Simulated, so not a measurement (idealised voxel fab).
The process module presented herein is designated voxel self aligned contacts.
Square cell edge 5 nm, section width 220 nm, ID cut.
The cross-sections in this document take the form of a grid made of square cells. They are written out as bands, in order from top to bottom. Each band consists of one or more rows of cells. Look at the band entry: it leads with the top's height and the bottom's height in nm. Then it lists the materials left to right, with a width in nm for each. The word "all across" on a single material says that material fills the band edge to edge. The word "air" is empty space. The reference from which all heights are counted is 0, the level beneath which the as-received wafer is entirely one material; the lowest band, having no lower bound, proceeds downward and is written after the example "z 0 and below". A two-number width, for instance "30 to 40", indicates that the width is equal to the first number in the top row of the band and to the second number in the bottom row, and that it changes by a constant amount per row of cells. When a step is marked "remains unaltered", none of the cells in the cross-section changed during that step. For the entry "Closed internal cavities", the listed items are empty spaces with no open way to the top whose size is 8 cells or more; each item follows the pattern width x height at distance, where distance is from the left edge and all three are in nm. Step line, after settings: the simulator's comment on this step. If you see "overlay nm" on a step's line and that step has a mask, it's telling you how far right of where it was planned the mask ended up; a negative number means it went left instead.
### Planned process steps
| 1 | op RECEIVE | material Si |
| 2 | op CONFORMAL_DEP | material SiO2 | thk nm 5 |
| 3 | op DIRECTIONAL_DEP | material polySi | thk nm 25 |
| 4 | op DIRECTIONAL_DEP | material SiN | thk nm 25 |
| 5 | op DIRECTIONAL_DEP | material aC | thk nm 15 |
| 6 | op PATTERN | tone cover | mask id GATE | material resist | width nm 25 | pitch nm 70 | thk nm 30 | overlay nm 0 |
| 7 | op DIRECTIONAL_ETCH | etch materials aC | depth nm 15 |
| 8 | op STRIP | etch materials resist |
| 9 | op DIRECTIONAL_ETCH | etch materials SiN | depth nm 25 |
| 10 | op DIRECTIONAL_ETCH | etch materials polySi | depth nm 25 |
| 11 | op STRIP | etch materials aC |
| 12 | op CONFORMAL_DEP | material SiN | thk nm 10 |
| 13 | op DIRECTIONAL_ETCH | etch materials SiN | depth nm 10 |
| 14 | op FILL_DEP | material SiO2 | thk nm 20 |
| 15 | op CMP | height nm 65 |
| 16 | op PATTERN | tone open | mask id CONTACT | material resist | width nm 55 | thk nm 20 | overlay nm 0 |
| 17 | op DIRECTIONAL_ETCH | etch materials SiO2 | depth nm 65 |
| 18 | op STRIP | etch materials resist |
| 19 | op CONFORMAL_DEP | material TiN | thk nm 5 |
| 20 | op FILL_DEP | material W | thk nm 10 |
| 21 | op CMP | height nm 65 |
| 22 | op CONFORMAL_DEP | material SiN | thk nm 5 |
### Wafer, first of two, run as planned
### So this is the incoming wafer in cross-section - it's already been through step 1
- z 0 and below = Si all across
- Closed internal cavities: none
### After step 2, in cross-section
- z 5 to 0 = SiO2 all across
- Unchanged below 0.
### After step 3, in cross-section
- z 30 to 5 = polySi all across
- Unchanged below 5.
### After step 4, in cross-section
- z 55 to 30 = SiN all across
- Unchanged below 30.
### After step 5, in cross-section
- z 70 to 55 = aC all across
- Unchanged below 55.
### After step 6, in cross-section
- z 100 to 70 = air 60 nm | resist 25 nm | air 45 nm | resist 25 nm | air 65 nm
- Unchanged below 70.
### After step 7, in cross-section
- z 85 to 70 = air 60 nm | resist 25 nm | air 45 nm | resist 25 nm | air 65 nm
- z 70 to 55 = air 60 nm | aC 25 nm | air 45 nm | aC 25 nm | air 65 nm
- Unchanged below 55.
### After step 8, in cross-section
- z 70 to 55 = air 60 nm | aC 25 nm | air 45 nm | aC 25 nm | air 65 nm
- Unchanged below 55.
### After step 9, in cross-section
- z 70 to 55 = air 60 nm | aC 25 nm | air 45 nm | aC 25 nm | air 65 nm
- z 55 to 30 = air 60 nm | SiN 25 nm | air 45 nm | SiN 25 nm | air 65 nm
- Unchanged below 30.
### After step 10, in cross-section
- z 70 to 55 = air 60 nm | aC 25 nm | air 45 nm | aC 25 nm | air 65 nm
- z 55 to 30 = air 60 nm | SiN 25 nm | air 45 nm | SiN 25 nm | air 65 nm
- z 30 to 5 = air 60 nm | polySi 25 nm | air 45 nm | polySi 25 nm | air 65 nm
- Unchanged below 5.
### After step 11, in cross-section
- z 55 to 30 = air 60 nm | SiN 25 nm | air 45 nm | SiN 25 nm | air 65 nm
- Unchanged below 30.
### After step 12, in cross-section
- z 65 to 30 = air 50 nm | SiN 45 nm | air 25 nm | SiN 45 nm | air 55 nm
- z 30 to 15 = air 50 nm | SiN 10 nm | polySi 25 nm | SiN 10 nm | air 25 nm | SiN 10 nm | polySi 25 nm | SiN 10 nm | air 55 nm
- z 15 to 5 = SiN 60 nm | polySi 25 nm | SiN 45 nm | polySi 25 nm | SiN 65 nm
- Unchanged below 5.
### After step 13, in cross-section
- z 55 to 30 = air 50 nm | SiN 45 nm | air 25 nm | SiN 45 nm | air 55 nm
- z 30 to 5 = air 50 nm | SiN 10 nm | polySi 25 nm | SiN 10 nm | air 25 nm | SiN 10 nm | polySi 25 nm | SiN 10 nm | air 55 nm
- Unchanged below 5.
### After step 14, in cross-section
- z 75 to 55 = SiO2 all across
- z 55 to 30 = SiO2 50 nm | SiN 45 nm | SiO2 25 nm | SiN 45 nm | SiO2 55 nm
- z 30 to 5 = SiO2 50 nm | SiN 10 nm | polySi 25 nm | SiN 10 nm | SiO2 25 nm | SiN 10 nm | polySi 25 nm | SiN 10 nm | SiO2 55 nm
- Unchanged below 5.
### After step 15, in cross-section
- z 65 to 55 = SiO2 all across
- Unchanged below 55.
### After step 16, in cross-section
- z 85 to 65 = resist 80 nm | air 55 nm | resist 85 nm
- Unchanged below 65.
### After step 17, in cross-section
- z 85 to 65 = resist 80 nm | air 55 nm | resist 85 nm
- z 65 to 55 = SiO2 80 nm | air 55 nm | SiO2 85 nm
- z 55 to 30 = SiO2 50 nm | SiN 45 nm | air 25 nm | SiN 45 nm | SiO2 55 nm
- z 30 to 5 = SiO2 50 nm | SiN 10 nm | polySi 25 nm | SiN 10 nm | air 25 nm | SiN 10 nm | polySi 25 nm | SiN 10 nm | SiO2 55 nm
- z 5 to 0 = SiO2 95 nm | air 25 nm | SiO2 100 nm
- Unchanged below 0.
### After step 18, in cross-section
- z 65 to 55 = SiO2 80 nm | air 55 nm | SiO2 85 nm
- Unchanged below 55.
### After step 19, in cross-section
- z 70 to 65 = TiN 85 nm | air 45 nm | TiN 90 nm
- z 65 to 55 = SiO2 80 nm | TiN 5 to 20 nm | air 45 to 15 nm | TiN 5 to 20 nm | SiO2 85 nm
- z 55 to 30 = SiO2 50 nm | SiN 45 nm | TiN 5 nm | air 15 nm | TiN 5 nm | SiN 45 nm | SiO2 55 nm
- z 30 to 5 = SiO2 50 nm | SiN 10 nm | polySi 25 nm | SiN 10 nm | TiN 5 nm | air 15 nm | TiN 5 nm | SiN 10 nm | polySi 25 nm | SiN 10 nm | SiO2 55 nm
- z 5 to 0 = SiO2 95 nm | TiN 25 nm | SiO2 100 nm
- Unchanged below 0.
### After step 20, in cross-section
- z 80 to 70 = W all across
- z 70 to 65 = TiN 85 nm | W 45 nm | TiN 90 nm
- z 65 to 55 = SiO2 80 nm | TiN 5 to 20 nm | W 45 to 15 nm | TiN 5 to 20 nm | SiO2 85 nm
- z 55 to 30 = SiO2 50 nm | SiN 45 nm | TiN 5 nm | W 15 nm | TiN 5 nm | SiN 45 nm | SiO2 55 nm
- z 30 to 5 = SiO2 50 nm | SiN 10 nm | polySi 25 nm | SiN 10 nm | TiN 5 nm | W 15 nm | TiN 5 nm | SiN 10 nm | polySi 25 nm | SiN 10 nm | SiO2 55 nm
- Unchanged below 5.
### After step 21, in cross-section
- z 65 to 55 = SiO2 80 nm | TiN 5 to 20 nm | W 45 to 15 nm | TiN 5 to 20 nm | SiO2 85 nm
- Unchanged below 55.
### After step 22, in cross-section
- z 70 to 65 = SiN all across
- Unchanged below 65.
### Now the other wafer: same start, same recipe, but we messed up one thing when running it. Up to and including step 3 it's the same as the first one
### Cross-sectional representation of the second wafer at the time designated in the plan for the completion of step 4
- z 80 to 30 = SiN all across
- Unchanged below 30.
### Cross-sectional representation of the second wafer at the time designated in the plan for the completion of step 5
- z 95 to 80 = aC all across
- Unchanged below 80.
### Cross-sectional representation of the second wafer at the time designated in the plan for the completion of step 6
- z 125 to 95 = air 60 nm | resist 25 nm | air 45 nm | resist 25 nm | air 65 nm
- Unchanged below 95.
### Cross-sectional representation of the second wafer at the time designated in the plan for the completion of step 7
- z 110 to 95 = air 60 nm | resist 25 nm | air 45 nm | resist 25 nm | air 65 nm
- z 95 to 80 = air 60 nm | aC 25 nm | air 45 nm | aC 25 nm | air 65 nm
- Unchanged below 80.
### Cross-sectional representation of the second wafer at the time designated in the plan for the completion of step 8
- z 95 to 80 = air 60 nm | aC 25 nm | air 45 nm | aC 25 nm | air 65 nm
- Unchanged below 80.
### Cross-sectional representation of the second wafer at the time designated in the plan for the completion of step 9
- z 95 to 80 = air 60 nm | aC 25 nm | air 45 nm | aC 25 nm | air 65 nm
- z 80 to 55 = air 60 nm | SiN 25 nm | air 45 nm | SiN 25 nm | air 65 nm
- Unchanged below 55.
Cross-sectional representation of the second wafer at the time designated in the plan for the completion of step 10: remains unaltered
### Cross-sectional representation of the second wafer at the time designated in the plan for the completion of step 11
- z 80 to 55 = air 60 nm | SiN 25 nm | air 45 nm | SiN 25 nm | air 65 nm
- Unchanged below 55.
### Cross-sectional representation of the second wafer at the time designated in the plan for the completion of step 12
- z 90 to 65 = air 50 nm | SiN 45 nm | air 25 nm | SiN 45 nm | air 55 nm
- z 65 to 30 = SiN all across
- Unchanged below 30.
### Cross-sectional representation of the second wafer at the time designated in the plan for the completion of step 13
- z 80 to 55 = air 50 nm | SiN 45 nm | air 25 nm | SiN 45 nm | air 55 nm
- Unchanged below 55.
### Cross-sectional representation of the second wafer at the time designated in the plan for the completion of step 14
- z 100 to 80 = SiO2 all across
- z 80 to 55 = SiO2 50 nm | SiN 45 nm | SiO2 25 nm | SiN 45 nm | SiO2 55 nm
- Unchanged below 55.
### Cross-sectional representation of the second wafer at the time designated in the plan for the completion of step 15
- z 65 to 55 = SiO2 50 nm | SiN 45 nm | SiO2 25 nm | SiN 45 nm | SiO2 55 nm
- Unchanged below 55.
### Cross-sectional representation of the second wafer at the time designated in the plan for the completion of step 16
- z 85 to 65 = resist 80 nm | air 55 nm | resist 85 nm
- Unchanged below 65.
### Cross-sectional representation of the second wafer at the time designated in the plan for the completion of step 17
- z 85 to 65 = resist 80 nm | air 55 nm | resist 85 nm
- z 65 to 55 = SiO2 50 nm | SiN 45 nm | air 25 nm | SiN 45 nm | SiO2 55 nm
- Unchanged below 55.
### Cross-sectional representation of the second wafer at the time designated in the plan for the completion of step 18
- z 65 to 55 = SiO2 50 nm | SiN 45 nm | air 25 nm | SiN 45 nm | SiO2 55 nm
- Unchanged below 55.
### Cross-sectional representation of the second wafer at the time designated in the plan for the completion of step 19
- z 70 to 65 = TiN 100 nm | air 15 nm | TiN 105 nm
- z 65 to 60 = SiO2 50 nm | SiN 45 nm | TiN 5 nm | air 15 nm | TiN 5 nm | SiN 45 nm | SiO2 55 nm
- z 60 to 55 = SiO2 50 nm | SiN 45 nm | TiN 25 nm | SiN 45 nm | SiO2 55 nm
- Unchanged below 55.
### Cross-sectional representation of the second wafer at the time designated in the plan for the completion of step 20
- z 80 to 70 = W all across
- z 70 to 65 = TiN 100 nm | W 15 nm | TiN 105 nm
- z 65 to 60 = SiO2 50 nm | SiN 45 nm | TiN 5 nm | W 15 nm | TiN 5 nm | SiN 45 nm | SiO2 55 nm
- Unchanged below 60.
### Cross-sectional representation of the second wafer at the time designated in the plan for the completion of step 21
- z 65 to 60 = SiO2 50 nm | SiN 45 nm | TiN 5 nm | W 15 nm | TiN 5 nm | SiN 45 nm | SiO2 55 nm
- Unchanged below 60.
### Cross-sectional representation of the second wafer at the time designated in the plan for the completion of step 22
- z 70 to 65 = SiN all across
- Unchanged below 65.
Diagnosis: the plan's step 4 ran twice
Counted in cells at the end, the second wafer holds more or fewer of these materials than the first: SiN: 126 more; SiO2: 229 fewer; TiN: 28 fewer; W: 39 fewer; polySi: 170 more
